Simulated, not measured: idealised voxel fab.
The process module presented herein is designated voxel gate over fins.
Shown is cross-section cut, with a width of 280 nm and square cells of size 5 nm.
Cross-section layout: square cells on a grid; listed as bands, top to bottom; a band spans one or more cell rows.
Band entry format. Leading values: height of top, height of bottom, nm. Remainder: materials in left-to-right order, each with its width in nm. Special words: "all across" on a single material, which then fills the band edge to edge; "air", empty space.
The reference from which all heights are counted is 0, the level beneath which the as-received wafer is entirely one material; the lowest band, having no lower bound, proceeds downward and is written after the example "from 0 down".
You'd read "30..40" like this: the band's top row of cells is as wide as the first number, its bottom row is as wide as the second, and going down, every row changes width by the same amount as the row before did.
A step reported as "all unchanged" is a step in which no cell of the cross-section changed.
Listed in "Fully sealed voids": every empty space of 8 or more cells without an open way to the top. Form: width x height at distance, the distance being from the left edge, all in nm.
It should be noted that, on the line of a given step, the content following the step's settings is a remark produced by the simulator itself with respect to that step.
For masked steps, "overlay nm" on the step line gives how far right of plan the mask actually lay; a minus sign means it lay to the left.

The steps planned for the process are as follows:
1 RECEIVE [material Si]
2 CONFORMAL_DEP [material SiN] [thk nm 10]
3 DIRECTIONAL_DEP [material aC] [thk nm 10]
4 PATTERN [tone cover] [mask id FINS] [material resist] [width nm 15] [pitch nm 60] [thk nm 25] [overlay nm 0]
5 DIRECTIONAL_ETCH [etch materials aC] [depth nm 10]
6 STRIP [etch materials resist]
7 DIRECTIONAL_ETCH [etch materials SiN] [depth nm 10]
8 DIRECTIONAL_ETCH [etch materials Si] [depth nm 30]
9 STRIP [etch materials aC]
10 OXIDIZE [depth nm 5]
11 FILL_DEP [material SiO2] [thk nm 5]
12 CMP [height nm 10]
13 PATTERN [tone open] [mask id RAIL] [material resist] [width nm 15] [thk nm 20] [overlay nm 0]
14 DIRECTIONAL_ETCH [etch materials SiO2] [depth nm 35]
15 STRIP [etch materials resist]
16 CONFORMAL_DEP [material TiN] [thk nm 5]
17 FILL_DEP [material W] [thk nm 10]
18 CMP [height nm 10]
19 SELECTIVE_ETCH [etch materials W Ru TiN] [depth nm 30]
20 FILL_DEP [material SiO2] [thk nm 5]
21 CMP [height nm 10]
22 SELECTIVE_ETCH [etch materials SiO2] [depth nm 25]
23 STRIP [etch materials SiN]
24 CONFORMAL_DEP [material HfO2] [thk nm 5]
25 CONFORMAL_DEP [material TiN] [thk nm 5]
26 FILL_DEP [material W] [thk nm 15]
27 CMP [height nm 20]
28 CONFORMAL_DEP [material SiCN] [thk nm 10]

First of two wafers, with the run carried out as planned:

Here's what the wafer looked like in cross-section when it arrived - that's after step 1:
    from 0 down  Si all across
    Fully sealed voids: none

Step 2 complete: cross-section through the wafer:
    from 10 to 0  SiN all across
    Heights below 0 show no change.

Step 3 complete: cross-section through the wafer:
    from 20 to 10  aC all across
    Heights below 10 show no change.

Step 4 complete: cross-section through the wafer:
    from 45 to 20  air (70), resist (15), air (45), resist (15), air (45), resist (15), air (75)
    Heights below 20 show no change.

Step 5 complete: cross-section through the wafer:
    from 35 to 20  air (70), resist (15), air (45), resist (15), air (45), resist (15), air (75)
    from 20 to 10  air (70), aC (15), air (45), aC (15), air (45), aC (15), air (75)
    Heights below 10 show no change.

Step 6 complete: cross-section through the wafer:
    from 20 to 10  air (70), aC (15), air (45), aC (15), air (45), aC (15), air (75)
    Heights below 10 show no change.

Step 7 complete: cross-section through the wafer:
    from 20 to 10  air (70), aC (15), air (45), aC (15), air (45), aC (15), air (75)
    from 10 to 0  air (70), SiN (15), air (45), SiN (15), air (45), SiN (15), air (75)
    Heights below 0 show no change.

Step 8 complete: cross-section through the wafer:
    from 20 to 10  air (70), aC (15), air (45), aC (15), air (45), aC (15), air (75)
    from 10 to 0  air (70), SiN (15), air (45), SiN (15), air (45), SiN (15), air (75)
    from 0 to -30  air (70), Si (15), air (45), Si (15), air (45), Si (15), air (75)
    Heights below -30 show no change.

Step 9 complete: cross-section through the wafer:
    from 10 to 0  air (70), SiN (15), air (45), SiN (15), air (45), SiN (15), air (75)
    Heights below 0 show no change.

Step 10 complete: cross-section through the wafer:
    from 10 to 0  air (70), SiN (15), air (45), SiN (15), air (45), SiN (15), air (75)
    from 0 to -30  air (70), SiO2 (5), Si (5), SiO2 (5), air (45), SiO2 (5), Si (5), SiO2 (5), air (45), SiO2 (5), Si (5), SiO2 (5), air (75)
    from -30 to -35  SiO2 (75), Si (5), SiO2 (55), Si (5), SiO2 (55), Si (5), SiO2 (80)
    Heights below -35 show no change.

Step 11 complete: cross-section through the wafer:
    from 15 to 10  SiO2 all across
    from 10 to 0  SiO2 (70), SiN (15), SiO2 (45), SiN (15), SiO2 (45), SiN (15), SiO2 (75)
    from 0 to -35  SiO2 (75), Si (5), SiO2 (55), Si (5), SiO2 (55), Si (5), SiO2 (80)
    Heights below -35 show no change.

Step 12 complete: cross-section through the wafer:
    from 10 to 0  SiO2 (70), SiN (15), SiO2 (45), SiN (15), SiO2 (45), SiN (15), SiO2 (75)
    Heights below 0 show no change.

Step 13 complete: cross-section through the wafer:
    from 30 to 10  resist (100), air (15), resist (165)
    Heights below 10 show no change.

Step 14 complete: cross-section through the wafer:
    from 30 to 10  resist (100), air (15), resist (165)
    from 10 to 0  SiO2 (70), SiN (15), SiO2 (15), air (15), SiO2 (15), SiN (15), SiO2 (45), SiN (15), SiO2 (75)
    from 0 to -25  SiO2 (75), Si (5), SiO2 (20), air (15), SiO2 (20), Si (5), SiO2 (55), Si (5), SiO2 (80)
    Heights below -25 show no change.

Step 15 complete: cross-section through the wafer:
    from 10 to 0  SiO2 (70), SiN (15), SiO2 (15), air (15), SiO2 (15), SiN (15), SiO2 (45), SiN (15), SiO2 (75)
    Heights below 0 show no change.

Step 16 complete: cross-section through the wafer:
    from 15 to 10  TiN (105), air (5), TiN (170)
    from 10 to 0  SiO2 (70), SiN (15), SiO2 (15), TiN (5), air (5), TiN (5), SiO2 (15), SiN (15), SiO2 (45), SiN (15), SiO2 (75)
    from 0 to -20  SiO2 (75), Si (5), SiO2 (20), TiN (5), air (5), TiN (5), SiO2 (20), Si (5), SiO2 (55), Si (5), SiO2 (80)
    from -20 to -25  SiO2 (75), Si (5), SiO2 (20), TiN (15), SiO2 (20), Si (5), SiO2 (55), Si (5), SiO2 (80)
    Heights below -25 show no change.

Step 17 complete: cross-section through the wafer:
    from 25 to 15  W all across
    from 15 to 10  TiN (105), W (5), TiN (170)
    from 10 to 0  SiO2 (70), SiN (15), SiO2 (15), TiN (5), W (5), TiN (5), SiO2 (15), SiN (15), SiO2 (45), SiN (15), SiO2 (75)
    from 0 to -20  SiO2 (75), Si (5), SiO2 (20), TiN (5), W (5), TiN (5), SiO2 (20), Si (5), SiO2 (55), Si (5), SiO2 (80)
    Heights below -20 show no change.

Step 18 complete: cross-section through the wafer:
    from 10 to 0  SiO2 (70), SiN (15), SiO2 (15), TiN (5), W (5), TiN (5), SiO2 (15), SiN (15), SiO2 (45), SiN (15), SiO2 (75)
    Heights below 0 show no change.

Step 19 complete: cross-section through the wafer:
    from 10 to 0  SiO2 (70), SiN (15), SiO2 (15), air (15), SiO2 (15), SiN (15), SiO2 (45), SiN (15), SiO2 (75)
    from 0 to -20  SiO2 (75), Si (5), SiO2 (20), air (15), SiO2 (20), Si (5), SiO2 (55), Si (5), SiO2 (80)
    Heights below -20 show no change.

Step 20 complete: cross-section through the wafer:
    from 15 to 10  SiO2 all across
    from 10 to 0  SiO2 (70), SiN (15), SiO2 (45), SiN (15), SiO2 (45), SiN (15), SiO2 (75)
    from 0 to -20  SiO2 (75), Si (5), SiO2 (55), Si (5), SiO2 (55), Si (5), SiO2 (80)
    Heights below -20 show no change.

Step 21 complete: cross-section through the wafer:
    from 10 to 0  SiO2 (70), SiN (15), SiO2 (45), SiN (15), SiO2 (45), SiN (15), SiO2 (75)
    Heights below 0 show no change.

Step 22 complete: cross-section through the wafer:
    from 10 to 0  air (70), SiN (15), air (45), SiN (15), air (45), SiN (15), air (75)
    from 0 to -15  air (75), Si (5), air (55), Si (5), air (55), Si (5), air (80)
    Heights below -15 show no change.

Step 23 complete: cross-section through the wafer:
    from 0 to -15  air (75), Si (5), air (55), Si (5), air (55), Si (5), air (80)
    Heights below -15 show no change.

Step 24 complete: cross-section through the wafer:
    from 5 to 0  air (70), HfO2 (15), air (45), HfO2 (15), air (45), HfO2 (15), air (75)
    from 0 to -10  air (70), HfO2 (5), Si (5), HfO2 (5), air (45), HfO2 (5), Si (5), HfO2 (5), air (45), HfO2 (5), Si (5), HfO2 (5), air (75)
    from -10 to -15  HfO2 (75), Si (5), HfO2 (55), Si (5), HfO2 (55), Si (5), HfO2 (80)
    Heights below -15 show no change.

Step 25 complete: cross-section through the wafer:
    from 10 to 5  air (65), TiN (25), air (35), TiN (25), air (35), TiN (25), air (70)
    from 5 to 0  air (65), TiN (5), HfO2 (15), TiN (5), air (35), TiN (5), HfO2 (15), TiN (5), air (35), TiN (5), HfO2 (15), TiN (5), air (70)
    from 0 to -5  air (65), TiN (5), HfO2 (5), Si (5), HfO2 (5), TiN (5), air (35), TiN (5), HfO2 (5), Si (5), HfO2 (5), TiN (5), air (35), TiN (5), HfO2 (5), Si (5), HfO2 (5), TiN (5), air (70)
    from -5 to -10  TiN (70), HfO2 (5), Si (5), HfO2 (5), TiN (45), HfO2 (5), Si (5), HfO2 (5), TiN (45), HfO2 (5), Si (5), HfO2 (5), TiN (75)
    Heights below -10 show no change.

Step 26 complete: cross-section through the wafer:
    from 25 to 10  W all across
    from 10 to 5  W (65), TiN (25), W (35), TiN (25), W (35), TiN (25), W (70)
    from 5 to 0  W (65), TiN (5), HfO2 (15), TiN (5), W (35), TiN (5), HfO2 (15), TiN (5), W (35), TiN (5), HfO2 (15), TiN (5), W (70)
    from 0 to -5  W (65), TiN (5), HfO2 (5), Si (5), HfO2 (5), TiN (5), W (35), TiN (5), HfO2 (5), Si (5), HfO2 (5), TiN (5), W (35), TiN (5), HfO2 (5), Si (5), HfO2 (5), TiN (5), W (70)
    Heights below -5 show no change.

Step 27 complete: cross-section through the wafer:
    from 20 to 10  W all across
    Heights below 10 show no change.

Step 28 complete: cross-section through the wafer:
    from 30 to 20  SiCN all across
    Heights below 20 show no change.

Second Wafer (Identical Start and Plan, One Processing Error; Matches First Wafer Through Step 18):

Second wafer at the planned finish of step 19, seen in cross-section:
    from 10 to 0  SiO2 (70), SiN (15), SiO2 (15), air (5), W (5), air (5), SiO2 (15), SiN (15), SiO2 (45), SiN (15), SiO2 (75)
    from 0 to -20  SiO2 (75), Si (5), SiO2 (20), air (5), W (5), air (5), SiO2 (20), Si (5), SiO2 (55), Si (5), SiO2 (80)
    Heights below -20 show no change.

Second wafer at the planned finish of step 20, seen in cross-section:
    from 15 to 10  SiO2 all across
    from 10 to 0  SiO2 (70), SiN (15), SiO2 (20), W (5), SiO2 (20), SiN (15), SiO2 (45), SiN (15), SiO2 (75)
    from 0 to -20  SiO2 (75), Si (5), SiO2 (25), W (5), SiO2 (25), Si (5), SiO2 (55), Si (5), SiO2 (80)
    Heights below -20 show no change.

Second wafer at the planned finish of step 21, seen in cross-section:
    from 10 to 0  SiO2 (70), SiN (15), SiO2 (20), W (5), SiO2 (20), SiN (15), SiO2 (45), SiN (15), SiO2 (75)
    Heights below 0 show no change.

Second wafer at the planned finish of step 22, seen in cross-section:
    from 10 to 0  air (70), SiN (15), air (20), W (5), air (20), SiN (15), air (45), SiN (15), air (75)
    from 0 to -15  air (75), Si (5), air (25), W (5), air (25), Si (5), air (55), Si (5), air (80)
    Heights below -15 show no change.

Second wafer at the planned finish of step 23, seen in cross-section:
    from 10 to 0  air (105), W (5), air (170)
    Heights below 0 show no change.

Second wafer at the planned finish of step 24, seen in cross-section:
    from 15 to 10  air (100), HfO2 (15), air (165)
    from 10 to 5  air (100), HfO2 (5), W (5), HfO2 (5), air (165)
    from 5 to 0  air (70), HfO2 (15), air (15), HfO2 (5), W (5), HfO2 (5), air (15), HfO2 (15), air (45), HfO2 (15), air (75)
    from 0 to -10  air (70), HfO2 (5), Si (5), HfO2 (5), air (15), HfO2 (5), W (5), HfO2 (5), air (15), HfO2 (5), Si (5), HfO2 (5), air (45), HfO2 (5), Si (5), HfO2 (5), air (75)
    from -10 to -15  HfO2 (75), Si (5), HfO2 (25), W (5), HfO2 (25), Si (5), HfO2 (55), Si (5), HfO2 (80)
    Heights below -15 show no change.

Second wafer at the planned finish of step 25, seen in cross-section:
    from 20 to 15  air (95), TiN (25), air (160)
    from 15 to 10  air (95), TiN (5), HfO2 (15), TiN (5), air (160)
    from 10 to 5  air (65), TiN (25), air (5), TiN (5), HfO2 (5), W (5), HfO2 (5), TiN (5), air (5), TiN (25), air (35), TiN (25), air (70)
    from 5 to 0  air (65), TiN (5), HfO2 (15), TiN (5), air (5), TiN (5), HfO2 (5), W (5), HfO2 (5), TiN (5), air (5), TiN (5), HfO2 (15), TiN (5), air (35), TiN (5), HfO2 (15), TiN (5), air (70)
    from 0 to -5  air (65), TiN (5), HfO2 (5), Si (5), HfO2 (5), TiN (5), air (5), TiN (5), HfO2 (5), W (5), HfO2 (5), TiN (5), air (5), TiN (5), HfO2 (5), Si (5), HfO2 (5), TiN (5), air (35), TiN (5), HfO2 (5), Si (5), HfO2 (5), TiN (5), air (70)
    from -5 to -10  TiN (70), HfO2 (5), Si (5), HfO2 (5), TiN (15), HfO2 (5), W (5), HfO2 (5), TiN (15), HfO2 (5), Si (5), HfO2 (5), TiN (45), HfO2 (5), Si (5), HfO2 (5), TiN (75)
    Heights below -10 show no change.

Second wafer at the planned finish of step 26, seen in cross-section:
    from 35 to 20  W all across
    from 20 to 15  W (95), TiN (25), W (160)
    from 15 to 10  W (95), TiN (5), HfO2 (15), TiN (5), W (160)
    from 10 to 5  W (65), TiN (25), W (5), TiN (5), HfO2 (5), W (5), HfO2 (5), TiN (5), W (5), TiN (25), W (35), TiN (25), W (70)
    from 5 to 0  W (65), TiN (5), HfO2 (15), TiN (5), W (5), TiN (5), HfO2 (5), W (5), HfO2 (5), TiN (5), W (5), TiN (5), HfO2 (15), TiN (5), W (35), TiN (5), HfO2 (15), TiN (5), W (70)
    from 0 to -5  W (65), TiN (5), HfO2 (5), Si (5), HfO2 (5), TiN (5), W (5), TiN (5), HfO2 (5), W (5), HfO2 (5), TiN (5), W (5), TiN (5), HfO2 (5), Si (5), HfO2 (5), TiN (5), W (35), TiN (5), HfO2 (5), Si (5), HfO2 (5), TiN (5), W (70)
    Heights below -5 show no change.

Second wafer at the planned finish of step 27, seen in cross-section:
    from 20 to 15  W (95), TiN (25), W (160)
    Heights below 15 show no change.

Second wafer at the planned finish of step 28, seen in cross-section:
    from 30 to 20  SiCN all across
    Heights below 20 show no change.
Run error: step 19 changed vs plan, executed as SELECTIVE_ETCH [etch materials TiN] [depth nm 30]
The closing comparison, in cells, has the second wafer with more or fewer of some materials than the first: +10 HfO2; -1 SiO2; +10 TiN; -19 W
